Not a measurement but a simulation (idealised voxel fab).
This is a process module. Its name is voxel ribs on slabs.
FYI the section here is cut, 300 nm wide, cells are 5 nm squares.
A cross-section in this document is a grid of square cells, and it is written down as bands, the top band listed before the ones below it; a band is made up of one or more rows of cells.
Heads up on the band format: heights come first, top then bottom, in nm. After that it's the materials left to right, each with its width in nm. A single material flagged "edge to edge" fills the whole band edge to edge, and "blank" means there's empty space there.
Where do heights start? At 0: under that level the wafer as delivered is made of one material only. And the lowest band has no floor; it just carries on downward, as in "z 0 and below".
It should be noted that a width expressed as "30 to 40" varies in equal increments from row to row of cells within the band, taking the value of the first number at the top row and that of the second number at the bottom row.
"remained unchanged" means the step left every cell of the cross-section as it was.
"Closed cavities" contains a list of empty spaces, each no smaller than 8 cells and without an open way to the top, written in the form width x height at distance with the distance from the left edge and all three in nm.
Read whatever lies past the settings on a step's line as the simulator's own remark about the step.
The line of a step may include "overlay nm". On a step with a mask, this value is how far to the right of its planned place the mask lay. A negative value means the mask lay to the left.

The following list gives the planned process steps:
- 1: RECEIVE, material Si
- 2: DIRECTIONAL_DEP, material SiO2, thk nm 20
- 3: DIRECTIONAL_DEP, material polySi, thk nm 20
- 4: DIRECTIONAL_DEP, material aC, thk nm 15
- 5: PATTERN, tone cover, mask id RIB, material resist, width nm 30, thk nm 30, overlay nm 0
- 6: DIRECTIONAL_ETCH, etch materials aC, depth nm 15
- 7: STRIP, etch materials resist
- 8: DIRECTIONAL_ETCH, etch materials polySi, depth nm 10
- 9: STRIP, etch materials aC
- 10: PATTERN, tone cover, mask id SLAB, material resist, width nm 90, thk nm 20, overlay nm 0
- 11: DIRECTIONAL_ETCH, etch materials polySi, depth nm 10
- 12: STRIP, etch materials resist
- 13: FILL_DEP, material SiO2, thk nm 30
- 14: CMP, height nm 60
- 15: DIRECTIONAL_DEP, material TiN, thk nm 5
- 16: DIRECTIONAL_DEP, material aC, thk nm 15
- 17: PATTERN, tone cover, mask id HEATER, material resist, width nm 40, thk nm 30, overlay nm 0
- 18: DIRECTIONAL_ETCH, etch materials aC, depth nm 15
- 19: STRIP, etch materials resist
- 20: DIRECTIONAL_ETCH, etch materials TiN, depth nm 5
- 21: STRIP, etch materials aC
- 22: CONFORMAL_DEP, material SiO2, thk nm 5

Delivered wafer in cross-section: state after step 1:
  z 0 and below: Si edge to edge
  Closed cavities: none

Wafer cross-section at module end: first of two, run to plan:
  z 70 to 65: blank (125), then SiO2 (50), then blank (125)
  z 65 to 60: SiO2 (130), then TiN (40), then SiO2 (130)
  z 60 to 40: SiO2 edge to edge
  z 40 to 30: SiO2 (135), then polySi (30), then SiO2 (135)
  z 30 to 20: SiO2 (105), then polySi (90), then SiO2 (105)
  z 20 to 0: SiO2 edge to edge
  z 0 and below: Si edge to edge
  Closed cavities: none

Second of two wafers, module complete, sectioned: it shares the first wafer's start and plan but was run with one mistake:
  z 70 to 65: blank (125), then SiO2 (50), then blank (125)
  z 65 to 60: SiO2 (130), then TiN (40), then SiO2 (130)
  z 60 to 45: SiO2 edge to edge
  z 45 to 35: SiO2 (105), then polySi (90), then SiO2 (105)
  z 35 to 20: aC edge to edge
  z 20 to 0: SiO2 edge to edge
  z 0 and below: Si edge to edge
  Closed cavities: none
Here's what went sideways: steps 3 and 4 of the plan were run in the wrong order, each in the other's place
Wrapping up, a cell-based count of both wafers puts the second over or under the first for these materials: SiO2 -168; aC +180; polySi -12
